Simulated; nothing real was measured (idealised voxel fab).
Documented hereafter: the process module known as voxel ribs on slabs.
The cross-section shown here is cut; it is 295 nm wide and divided into square cells measuring 5 nm on a side.
Reading order for cross-sections: top band down to bottom band. Underlying form: a grid of square cells. Band size: one or more rows of cells.
Per band: top height and bottom height in nm, followed by the left-to-right materials and their widths in nm; "everywhere" marks a single material spanning edge to edge, "blank" marks empty space.
Height datum 0, below which the as-received substrate wafer is one material. Lowest band open at the bottom, running downward: "0 and below".
The notation "30 to 40" denotes a width that varies across the rows of cells in the band, beginning at the first number in the top row, finishing at the second number in the bottom row, and changing by an identical amount from each row to the next.
For the purposes of this document, the phrase "no change occurred" attached to a step denotes that no cell within the cross-section was modified by that step.
For the entry "Voids, fully enclosed", the listed items are empty spaces with no open way to the top whose size is 8 cells or more; each item follows the pattern width x height at distance, where distance is from the left edge and all three are in nm.
Formally, on a step line, whatever follows the settings is a remark that the simulator itself makes on the step.
"overlay nm" denotes, for a step that has a mask, the displacement of the mask to the right of its planned place, with negative values corresponding to the left.

Planned process steps:
| 1 | RECEIVE: material Si |
| 2 | DIRECTIONAL_DEP: material SiO2, thk nm 30 |
| 3 | DIRECTIONAL_DEP: material SiN, thk nm 15 |
| 4 | DIRECTIONAL_DEP: material aC, thk nm 10 |
| 5 | PATTERN: tone cover, mask id RIB, material resist, width nm 20, thk nm 25, overlay nm 0 |
| 6 | DIRECTIONAL_ETCH: etch materials aC, depth nm 10 |
| 7 | STRIP: etch materials resist |
| 8 | DIRECTIONAL_ETCH: etch materials SiN, depth nm 5 |
| 9 | STRIP: etch materials aC |
| 10 | PATTERN: tone cover, mask id SLAB, material resist, width nm 70, thk nm 15, overlay nm 0 |
| 11 | DIRECTIONAL_ETCH: etch materials SiN, depth nm 10 |
| 12 | STRIP: etch materials resist |
| 13 | FILL_DEP: material SiO2, thk nm 20 |
| 14 | CMP: height nm 55 |
| 15 | DIRECTIONAL_DEP: material TiN, thk nm 5 |
| 16 | PATTERN: tone cover, mask id HEATER, material resist, width nm 30, thk nm 15, overlay nm 0 |
| 17 | DIRECTIONAL_ETCH: etch materials TiN, depth nm 5 |
| 18 | STRIP: etch materials resist |
| 19 | CONFORMAL_DEP: material SiN, thk nm 10 |

First wafer, two in total, run as planned:

As-received state of the wafer in cross-section, equivalent to post-step 1:
* 0 and below | Si everywhere
* Voids, fully enclosed: none

So this is the wafer cross-section right after step 2:
* 30 down to 0 | SiO2 everywhere
* Nothing below the height 0 has changed.

So this is the wafer cross-section right after step 3:
* 45 down to 30 | SiN everywhere
* Nothing below the height 30 has changed.

So this is the wafer cross-section right after step 4:
* 55 down to 45 | aC everywhere
* Nothing below the height 45 has changed.

So this is the wafer cross-section right after step 5:
* 80 down to 55 | blank 135 nm / resist 20 nm / blank 140 nm
* Nothing below the height 55 has changed.

So this is the wafer cross-section right after step 6:
* 70 down to 55 | blank 135 nm / resist 20 nm / blank 140 nm
* 55 down to 45 | blank 135 nm / aC 20 nm / blank 140 nm
* Nothing below the height 45 has changed.

So this is the wafer cross-section right after step 7:
* 55 down to 45 | blank 135 nm / aC 20 nm / blank 140 nm
* Nothing below the height 45 has changed.

So this is the wafer cross-section right after step 8:
* 55 down to 45 | blank 135 nm / aC 20 nm / blank 140 nm
* 45 down to 40 | blank 135 nm / SiN 20 nm / blank 140 nm
* Nothing below the height 40 has changed.

So this is the wafer cross-section right after step 9:
* 45 down to 40 | blank 135 nm / SiN 20 nm / blank 140 nm
* Nothing below the height 40 has changed.

So this is the wafer cross-section right after step 10:
* 60 down to 45 | blank 110 nm / resist 70 nm / blank 115 nm
* 45 down to 40 | blank 110 nm / resist 25 nm / SiN 20 nm / resist 25 nm / blank 115 nm
* Nothing below the height 40 has changed.

So this is the wafer cross-section right after step 11:
* 60 down to 45 | blank 110 nm / resist 70 nm / blank 115 nm
* 45 down to 40 | blank 110 nm / resist 25 nm / SiN 20 nm / resist 25 nm / blank 115 nm
* 40 down to 30 | blank 110 nm / SiN 70 nm / blank 115 nm
* Nothing below the height 30 has changed.

So this is the wafer cross-section right after step 12:
* 45 down to 40 | blank 135 nm / SiN 20 nm / blank 140 nm
* Nothing below the height 40 has changed.

So this is the wafer cross-section right after step 13:
* 65 down to 45 | SiO2 everywhere
* 45 down to 40 | SiO2 135 nm / SiN 20 nm / SiO2 140 nm
* 40 down to 30 | SiO2 110 nm / SiN 70 nm / SiO2 115 nm
* Nothing below the height 30 has changed.

So this is the wafer cross-section right after step 14:
* 55 down to 45 | SiO2 everywhere
* Nothing below the height 45 has changed.

So this is the wafer cross-section right after step 15:
* 60 down to 55 | TiN everywhere
* Nothing below the height 55 has changed.

So this is the wafer cross-section right after step 16:
* 75 down to 60 | blank 130 nm / resist 30 nm / blank 135 nm
* Nothing below the height 60 has changed.

So this is the wafer cross-section right after step 17:
* 75 down to 60 | blank 130 nm / resist 30 nm / blank 135 nm
* 60 down to 55 | blank 130 nm / TiN 30 nm / blank 135 nm
* Nothing below the height 55 has changed.

So this is the wafer cross-section right after step 18:
* 60 down to 55 | blank 130 nm / TiN 30 nm / blank 135 nm
* Nothing below the height 55 has changed.

So this is the wafer cross-section right after step 19:
* 70 down to 65 | blank 120 nm / SiN 50 nm / blank 125 nm
* 65 down to 60 | SiN everywhere
* 60 down to 55 | SiN 130 nm / TiN 30 nm / SiN 135 nm
* Nothing below the height 55 has changed.

Notes, second wafer: start = first wafer's, plan = first wafer's, execution had one mistake; history identical to first through step 4:

At the planned end of step 5, the second wafer in cross-section:
* 80 down to 55 | resist 135 nm / blank 20 nm / resist 140 nm
* Nothing below the height 55 has changed.

At the planned end of step 6, the second wafer in cross-section:
* 70 down to 55 | resist 135 nm / blank 20 nm / resist 140 nm
* 55 down to 45 | aC 135 nm / blank 20 nm / aC 140 nm
* Nothing below the height 45 has changed.

At the planned end of step 7, the second wafer in cross-section:
* 55 down to 45 | aC 135 nm / blank 20 nm / aC 140 nm
* Nothing below the height 45 has changed.

At the planned end of step 8, the second wafer in cross-section:
* 55 down to 45 | aC 135 nm / blank 20 nm / aC 140 nm
* 45 down to 40 | SiN 135 nm / blank 20 nm / SiN 140 nm
* Nothing below the height 40 has changed.

At the planned end of step 9, the second wafer in cross-section:
* 45 down to 40 | SiN 135 nm / blank 20 nm / SiN 140 nm
* Nothing below the height 40 has changed.

At the planned end of step 10, the second wafer in cross-section:
* 60 down to 45 | blank 110 nm / resist 70 nm / blank 115 nm
* 45 down to 40 | SiN 135 nm / resist 20 nm / SiN 140 nm
* Nothing below the height 40 has changed.

At the planned end of step 11, the second wafer in cross-section:
* 60 down to 45 | blank 110 nm / resist 70 nm / blank 115 nm
* 45 down to 40 | blank 110 nm / SiN 25 nm / resist 20 nm / SiN 25 nm / blank 115 nm
* 40 down to 35 | blank 110 nm / SiN 70 nm / blank 115 nm
* Nothing below the height 35 has changed.

At the planned end of step 12, the second wafer in cross-section:
* 45 down to 40 | blank 110 nm / SiN 25 nm / blank 20 nm / SiN 25 nm / blank 115 nm
* Nothing below the height 40 has changed.

At the planned end of step 13, the second wafer in cross-section:
* 65 down to 45 | SiO2 everywhere
* 45 down to 40 | SiO2 110 nm / SiN 25 nm / SiO2 20 nm / SiN 25 nm / SiO2 115 nm
* 40 down to 35 | SiO2 110 nm / SiN 70 nm / SiO2 115 nm
* Nothing below the height 35 has changed.

At the planned end of step 14, the second wafer in cross-section:
* 55 down to 45 | SiO2 everywhere
* Nothing below the height 45 has changed.

At the planned end of step 15, the second wafer in cross-section:
* 60 down to 55 | TiN everywhere
* Nothing below the height 55 has changed.

At the planned end of step 16, the second wafer in cross-section:
* 75 down to 60 | blank 130 nm / resist 30 nm / blank 135 nm
* Nothing below the height 60 has changed.

At the planned end of step 17, the second wafer in cross-section:
* 75 down to 60 | blank 130 nm / resist 30 nm / blank 135 nm
* 60 down to 55 | blank 130 nm / TiN 30 nm / blank 135 nm
* Nothing below the height 55 has changed.

At the planned end of step 18, the second wafer in cross-section:
* 60 down to 55 | blank 130 nm / TiN 30 nm / blank 135 nm
* Nothing below the height 55 has changed.

At the planned end of step 19, the second wafer in cross-section:
* 70 down to 65 | blank 120 nm / SiN 50 nm / blank 125 nm
* 65 down to 60 | SiN everywhere
* 60 down to 55 | SiN 130 nm / TiN 30 nm / SiN 135 nm
* Nothing below the height 55 has changed.
Plan not followed: step 5 was processed under conditions differing from the plan, specifically as PATTERN: tone open, mask id RIB, material resist, width nm 20, thk nm 25, overlay nm 0
It is noted that, at the conclusion of processing, the second wafer exhibits a higher or lower cell count for certain materials relative to the first: 51 more of SiN, 51 fewer of SiO2
